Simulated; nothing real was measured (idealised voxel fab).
Process module under the name voxel self aligned vias
This is section cut - it's 210 nm across, gridded in 5 nm square cells.
Think of the cross-section as a grid of square cells. We describe it in bands, top to bottom, and each band covers one or more rows of those cells. The band entry comprises the height of the band's top followed by the height of its bottom, expressed in nm, and subsequently the band's materials from left to right, each stated together with its width in nm. Where a single material is marked with the word "edge to edge", that material fills the band from edge to edge. The word "blank" represents empty space. Height is counted from the level 0, under which the received wafer is composed throughout of one material. The lowest of the bands is not closed at the bottom but continues downward, in the notation "0 nm and below". The notation "30 to 40" denotes a width that varies across the rows of cells in the band, beginning at the first number in the top row, finishing at the second number in the bottom row, and changing by an identical amount from each row to the next. "no change occurred" for a step: no cell of the cross-section changed in that step. Listed in "Unvented voids": every empty space of 8 or more cells without an open way to the top. Form: width x height at distance, the distance being from the left edge, all in nm. If you see something after the settings on a step's line, that's the simulator's own remark about that step. The line of a step may include "overlay nm". On a step with a mask, this value is how far to the right of its planned place the mask lay. A negative value means the mask lay to the left.

### These are the steps we planned for the process
1: RECEIVE | material Si
2: CONFORMAL_DEP | material SiO2 | thk nm 15
3: CONFORMAL_DEP | material SiCN | thk nm 5
4: DIRECTIONAL_DEP | material lowk | thk nm 25
5: DIRECTIONAL_DEP | material aC | thk nm 15
6: PATTERN | tone open | mask id LINES | material resist | width nm 20 | pitch nm 50 | thk nm 35 | overlay nm 0
7: DIRECTIONAL_ETCH | etch materials aC | depth nm 15
8: STRIP | etch materials resist
9: DIRECTIONAL_ETCH | etch materials lowk | depth nm 25
10: STRIP | etch materials aC
11: CONFORMAL_DEP | material TiN | thk nm 5
12: FILL_DEP | material W | thk nm 5
13: CMP | height nm 45
14: SELECTIVE_ETCH | etch materials W Ru TiN | depth nm 5
15: FILL_DEP | material SiN | thk nm 10
16: CMP | height nm 45
17: DIRECTIONAL_DEP | material lowk | thk nm 20
18: PATTERN | tone open | mask id VIAS | material resist | width nm 30 | thk nm 15 | overlay nm 0
19: DIRECTIONAL_ETCH | etch materials lowk | depth nm 20
20: DIRECTIONAL_ETCH | etch materials SiN | depth nm 5
21: STRIP | etch materials resist
22: CONFORMAL_DEP | material TiN | thk nm 5
23: FILL_DEP | material Ru | thk nm 10
24: CMP | height nm 65
25: CONFORMAL_DEP | material SiCN | thk nm 5

### Step 1 complete: cross-section of the wafer as received
0 nm and below: Si edge to edge
Unvented voids: none

### Looking at the first of two wafers in cross-section at end of module - ran to plan
70 nm to 65 nm: SiCN edge to edge
65 nm to 50 nm: lowk 65, then TiN 5, then Ru 20, then TiN 5, then lowk 115
50 nm to 45 nm: lowk 65, then TiN 10, then Ru 10, then TiN 10, then lowk 115
45 nm to 40 nm: lowk 70, then TiN 20, then lowk 30, then SiN 20, then lowk 70
40 nm to 25 nm: lowk 70, then TiN 5, then W 10, then TiN 5, then lowk 30, then TiN 5, then W 10, then TiN 5, then lowk 70
25 nm to 20 nm: lowk 70, then TiN 20, then lowk 30, then TiN 20, then lowk 70
20 nm to 15 nm: SiCN edge to edge
15 nm to 0 nm: SiO2 edge to edge
0 nm and below: Si edge to edge
Unvented voids: none

### Here's the second of our two wafers sectioned at module end. Same start as the first, same plan, but one mistake got made running it
70 nm to 65 nm: SiCN edge to edge
65 nm to 45 nm: lowk 65, then TiN 5, then Ru 20, then TiN 5, then lowk 115
45 nm to 40 nm: lowk 65, then TiN 30, then lowk 25, then SiN 20, then lowk 70
40 nm to 25 nm: lowk 65, then TiN 10, then W 10, then TiN 10, then lowk 25, then TiN 5, then W 10, then TiN 5, then lowk 70
25 nm to 20 nm: lowk 70, then TiN 20, then lowk 30, then TiN 20, then lowk 70
20 nm to 15 nm: SiCN edge to edge
15 nm to 0 nm: SiO2 edge to edge
0 nm and below: Si edge to edge
Unvented voids: none
Deviation from plan: step 19 of the plan was carried out twice
At the finish, the second wafer shows more or fewer cells for some materials than the first does: 2 more of Ru; 6 more of TiN; 8 fewer of lowk
